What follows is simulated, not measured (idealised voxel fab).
Process module heading - voxel capacitor over wiring
Cross-section cut: width 255 nm, square cells of 5 nm.
Cross-section spec: square-cell grid; bands listed top down; each band is one or more rows. Within each band entry, the heights of the top and of the bottom of the band appear first, in that order and in nm; the materials of the band then follow from left to right, each with its corresponding width in nm. The designation "throughout" on a single material indicates that it fills the band from edge to edge; the designation "air" indicates empty space. Where do heights start? At 0: under that level the wafer as delivered is made of one material only. And the lowest band has no floor; it just carries on downward, as in "top 0, no bottom". Width "30->40": first value at the band's top row of cells, second value at its bottom row, equal change from row to row. "everything unchanged" after a step means that no cell of the cross-section changed. Heads up: "Enclosed void list" only lists the empty pockets with no open path to the top that are 8 cells or more, and it writes them as width x height at distance, distance from the left edge, in nm. Formally, on a step line, whatever follows the settings is a remark that the simulator itself makes on the step. "overlay nm", when on a step's line for a step with a mask, measures how far to the right of its planned place the mask lay; a negative measure means to the left.
This section lists the process steps that were planned:
| 1 | RECEIVE (material Si) |
| 2 | CONFORMAL_DEP (material SiO2; thk nm 15) |
| 3 | DIRECTIONAL_DEP (material TiN; thk nm 5) |
| 4 | DIRECTIONAL_DEP (material Ru; thk nm 15) |
| 5 | PATTERN (tone cover; mask id METAL_1; material resist; width nm 30; pitch nm 95; thk nm 15; overlay nm 0) |
| 6 | DIRECTIONAL_ETCH (etch materials Ru; depth nm 15) |
| 7 | DIRECTIONAL_ETCH (etch materials TiN; depth nm 5) |
| 8 | STRIP (etch materials resist) |
| 9 | FILL_DEP (material lowk; thk nm 5) |
| 10 | CMP (height nm 35) |
| 11 | CONFORMAL_DEP (material SiCN; thk nm 5) |
| 12 | DIRECTIONAL_DEP (material SiO2; thk nm 10) |
| 13 | MASKED_ETCH (tone open; mask id PLUG_1; width nm 15; etch materials SiO2; depth nm 10; overlay nm 0) |
| 14 | MASKED_ETCH (tone open; mask id PLUG_1; width nm 15; etch materials SiCN; depth nm 5; overlay nm 0) |
| 15 | EPI (material Ru; thk nm 10) |
| 16 | EPI (material Ru; thk nm 5) |
| 17 | DIRECTIONAL_DEP (material TiN; thk nm 5) |
| 18 | DIRECTIONAL_DEP (material HfO2; thk nm 5) |
| 19 | DIRECTIONAL_DEP (material TiN; thk nm 5) |
| 20 | DIRECTIONAL_DEP (material aC; thk nm 10) |
| 21 | PATTERN (tone cover; mask id UPPER_PLATE; material resist; width nm 70; thk nm 25; overlay nm 0) |
| 22 | DIRECTIONAL_ETCH (etch materials aC; depth nm 10) |
| 23 | STRIP (etch materials resist) |
| 24 | DIRECTIONAL_ETCH (etch materials TiN; depth nm 5) |
| 25 | DIRECTIONAL_ETCH (etch materials HfO2; depth nm 5) |
| 26 | STRIP (etch materials aC) |
| 27 | PATTERN (tone cover; mask id LOWER_PLATE; material resist; width nm 80; thk nm 15; overlay nm 0) |
| 28 | DIRECTIONAL_ETCH (etch materials TiN; depth nm 5) |
| 29 | STRIP (etch materials resist) |
| 30 | FILL_DEP (material SiO2; thk nm 15) |
| 31 | CMP (height nm 75) |
| 32 | PATTERN (tone open; mask id PLUG_2; material resist; width nm 15; thk nm 15; overlay nm 0) |
| 33 | DIRECTIONAL_ETCH (etch materials SiO2; depth nm 10) |
| 34 | STRIP (etch materials resist) |
| 35 | CONFORMAL_DEP (material TiN; thk nm 5) |
| 36 | FILL_DEP (material Cu; thk nm 10) |
| 37 | CMP (height nm 75) |
| 38 | CONFORMAL_DEP (material SiCN; thk nm 5) |
Same starting wafers, different width nm at step 32. Plan value belongs to the first wafer.
Sectional view: first of several wafers, as received, after step 1:
- top 0, no bottom: Si throughout
- Enclosed void list: none
Per-wafer rows below. For each material: cells gained (+) or lost (-) since the wafer was received, as of end of module. Then: closed voids:
width nm 15 | +1 Cu | +14 HfO2 | +45 Ru | +99 SiCN | +454 SiO2 | +47 TiN | +156 lowk | Enclosed void list: none
width nm 20 | +2 Cu | +14 HfO2 | +45 Ru | +99 SiCN | +452 SiO2 | +48 TiN | +156 lowk | Enclosed void list: none
width nm 25 | +3 Cu | +14 HfO2 | +45 Ru | +99 SiCN | +450 SiO2 | +49 TiN | +156 lowk | Enclosed void list: none
width nm 30 | +4 Cu | +14 HfO2 | +45 Ru | +99 SiCN | +448 SiO2 | +50 TiN | +156 lowk | Enclosed void list: none
